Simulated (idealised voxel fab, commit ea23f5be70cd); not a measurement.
Presented below is a process module, voxel ribs on slabs.
The figure presents cross-section cut, which has a width of 190 nm and is divided into square cells with an edge length of 5 nm.
How to read a cross-section here: the picture is a grid of square cells, written as bands going from the top down, and any band can span one or more rows of cells.
Quick guide to a band line: top height, bottom height (nm) up front; then every material left to right with its width in nm. Only one material and it's marked "edge to edge"? Then it fills the band edge to edge. And "air" just means empty space.
Heads up on the height convention: 0 is the point under which the incoming wafer is all one material, and the lowest band has no bottom, it just keeps going down, like "from 0 down".
Per-row width for "30 to 40": begins at first number (top row of band), ends at second number (bottom row), increment between rows held constant.
For the purposes of this document, the phrase "no change occurred" attached to a step denotes that no cell within the cross-section was modified by that step.
Listed in "Sealed internal cavities": every empty space of 8 or more cells without an open way to the top. Form: width x height at distance, the distance being from the left edge, all in nm.
Past the settings on a step's line: simulator remark, on that step.
overlay nm: how far to the right of its planned place the mask lay on this masked step (negative: to the left).

### Here's what the planned process steps look like
1: RECEIVE: material Si
2: DIRECTIONAL_DEP: material SiO2, thk nm 25
3: DIRECTIONAL_DEP: material SiN, thk nm 15
4: PATTERN: tone cover, mask id RIB, material resist, width nm 25, thk nm 20, overlay nm -15
5: DIRECTIONAL_ETCH: etch materials SiN, depth nm 10
6: STRIP: etch materials resist
7: MASKED_ETCH: tone cover, mask id SLAB, width nm 75, etch materials SiN, depth nm 5, overlay nm 0
8: FILL_DEP: material SiO2, thk nm 15
9: CMP: height nm 50
10: DIRECTIONAL_DEP: material W, thk nm 5
11: PATTERN: tone cover, mask id HEATER, material resist, width nm 35, thk nm 20, overlay nm 0
12: DIRECTIONAL_ETCH: etch materials W, depth nm 5
13: STRIP: etch materials resist
14: CONFORMAL_DEP: material SiN, thk nm 10
Wafer-to-wafer difference: overlay nm, step 4. Common start. Plan = first wafer's value.

### Cross-sectional view of the first of several wafers in the as-received condition, corresponding to the state following step 1
from 0 down  Si edge to edge
Sealed internal cavities: none

### At the end of the module, after its last step, step 14, the first of several wafers appears in cross-section as follows
from 65 to 60  air 65 nm | SiN 55 nm | air 70 nm
from 60 to 55  SiN edge to edge
from 55 to 50  SiN 75 nm | W 35 nm | SiN 80 nm
from 50 to 40  SiO2 edge to edge
from 40 to 30  SiO2 65 nm | SiN 25 nm | SiO2 100 nm
from 30 to 25  SiO2 55 nm | SiN 75 nm | SiO2 60 nm
from 25 to 0  SiO2 edge to edge
from 0 down  Si edge to edge
Sealed internal cavities: none

### The module's end: a cross-section of the last wafer
from 65 to 60  air 65 nm | SiN 55 nm | air 70 nm
from 60 to 55  SiN edge to edge
from 55 to 50  SiN 75 nm | W 35 nm | SiN 80 nm
from 50 to 40  SiO2 edge to edge
from 40 to 30  SiO2 95 nm | SiN 25 nm | SiO2 70 nm
from 30 to 25  SiO2 55 nm | SiN 75 nm | SiO2 60 nm
from 25 to 0  SiO2 edge to edge
from 0 down  Si edge to edge
Sealed internal cavities: none

### Take any row and you have a wafer at the end of the module: how many cells of each material it has gained (+) or lost (-) since it was received, and then its closed voids
overlay nm -15 | +105 SiN | +355 SiO2 | +7 W | Sealed internal cavities: none
overlay nm -10 | +105 SiN | +355 SiO2 | +7 W | Sealed internal cavities: none
overlay nm -5 | +105 SiN | +355 SiO2 | +7 W | Sealed internal cavities: none
overlay nm 0 | +105 SiN | +355 SiO2 | +7 W | Sealed internal cavities: none
overlay nm 5 | +105 SiN | +355 SiO2 | +7 W | Sealed internal cavities: none
overlay nm 10 | +105 SiN | +355 SiO2 | +7 W | Sealed internal cavities: none
overlay nm 15 | +105 SiN | +355 SiO2 | +7 W | Sealed internal cavities: none
